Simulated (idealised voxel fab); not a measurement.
The process module presented herein is designated voxel double patterning.
The figure presents cross-section cut, which has a width of 140 nm and is divided into square cells with an edge length of 5 nm.
Bands, listed from the top down, are how a cross-section gets written in this document; the cross-section itself is a grid of square cells, and a band is one or more rows of them.
In this notation a band is specified by the heights of its top and bottom, in that order and in nm, after which its materials appear from left to right, each paired with its width in nm. The word "edge to edge" attached to a single material means that material fills the band from edge to edge; the word "empty" stands for empty space.
A quick word on heights: they are counted from 0, and under that level the wafer as it came to us is one material throughout. The lowest band is different from the rest in having no bottom; it simply continues downward, written as in "0 and below".
Read "30..40" as a graded width: first number on top, second number at the bottom, same change between each pair of neighbouring rows.
Given "nothing was modified" for a step, no cell of the cross-section differs between before and after that step.
For the entry "Enclosed void entries", the listed items are empty spaces with no open way to the top whose size is 8 cells or more; each item follows the pattern width x height at distance, where distance is from the left edge and all three are in nm.
Text after the settings on a step's line: the simulator's own remark on that step.
overlay nm, on a step with a mask: how far to the right of its planned place the mask lay; to the left if negative
Here's what the planned process steps look like:
step 1: RECEIVE, material Si
step 2: CONFORMAL_DEP, material SiO2, thk nm 5
step 3: DIRECTIONAL_DEP, material W, thk nm 15
step 4: DIRECTIONAL_DEP, material SiN, thk nm 5
step 5: MASKED_ETCH, tone open, mask id FIRST, width nm 15, pitch nm 50, etch materials SiN, depth nm 5, overlay nm 0
step 6: MASKED_ETCH, tone open, mask id SECOND, width nm 15, etch materials SiN, depth nm 5, overlay nm 0
step 7: DIRECTIONAL_ETCH, etch materials W, depth nm 15
step 8: STRIP, etch materials SiN
Cross-section of the wafer upon arrival, representing the state reached after step 1:
> 0 and below  Si edge to edge
> Enclosed void entries: none
first wafer at the end, as planned:
> 20 down to 5  35 of W, then 15 of empty, then 10 of W, then 15 of empty, then 10 of W, then 15 of empty, then 40 of W
> 5 down to 0  SiO2 edge to edge
> 0 and below  Si edge to edge
> Enclosed void entries: none
Cross-sectional view: second of two wafers, end of module; start and plan identical to the first, one mistake in running:
> 20 down to 15  SiO2 edge to edge
> 15 down to 0  W edge to edge
> 0 and below  Si edge to edge
> Enclosed void entries: none
Plan not followed: mixed up steps 2 and 3 - ran each in the other's place
Cell-count delta at end, second wafer over first, by material: 27 more of W
